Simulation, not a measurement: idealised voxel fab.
process module | voxel ribs on slabs
cross-section cut | 185 nm wide | cells 5 nm
A cross-section is a grid of square cells, given in bands from the top down. A band is one or more rows of cells.
Each band's line starts with the height of the band's top and of its bottom, in nm. Then come its materials from left to right, each with its width in nm. One material with "throughout" fills the band from edge to edge. "air" is empty space.
Height 0 is the level under which the wafer as received is all one material. The lowest band goes on downwards, as in "0 down".
A width such as "30 to 40" changes by the same amount from each row of cells to the next, from the band's top row to its bottom row.
"no change" after a step means that no cell of the cross-section changed.
closed voids: empty space of 8 cells or more with no open way to the top, each as width x height at its distance from the left edge, in nm
after a step's settings: what the simulator itself notes on the step
overlay nm, on a step with a mask: how far to the right of its planned place the mask lay; to the left if negative
plan
1 op RECEIVE | material Si
2 op DIRECTIONAL_DEP | material SiO2 | thk nm 20
3 op DIRECTIONAL_DEP | material polySi | thk nm 25
4 op MASKED_ETCH | tone cover | mask id RIB | width nm 30 | etch materials polySi | depth nm 20 | overlay nm 0
5 op PATTERN | tone cover | mask id SLAB | material resist | width nm 80 | thk nm 20 | overlay nm 0
6 op DIRECTIONAL_ETCH | etch materials polySi | depth nm 5
7 op STRIP | etch materials resist
8 op FILL_DEP | material SiO2 | thk nm 20
9 op CMP | height nm 60
10 op DIRECTIONAL_DEP | material TiN | thk nm 5
11 op MASKED_ETCH | tone cover | mask id HEATER | width nm 40 | etch materials TiN | depth nm 5 | overlay nm 0
12 op CONFORMAL_DEP | material SiN | thk nm 5
as received, after step 1
  0 down: Si throughout
  closed voids: none
first wafer at the end, as planned
  70 to 65: air 65 | SiN 50 | air 70
  65 to 60: SiN 70 | TiN 40 | SiN 75
  60 to 45: SiO2 throughout
  45 to 25: SiO2 75 | polySi 30 | SiO2 80
  25 to 20: SiO2 50 | polySi 80 | SiO2 55
  20 to 0: SiO2 throughout
  0 down: Si throughout
  closed voids: none
second wafer at the end: like start, like plan, one mistake
  65 to 60: air 70 | TiN 40 | air 75
  60 to 45: SiO2 throughout
  45 to 25: SiO2 75 | polySi 30 | SiO2 80
  25 to 20: SiO2 50 | polySi 80 | SiO2 55
  20 to 0: SiO2 throughout
  0 down: Si throughout
  closed voids: none
what went wrong: step 12 was left out
at the end the second wafer has, in cells: 39 fewer of SiN
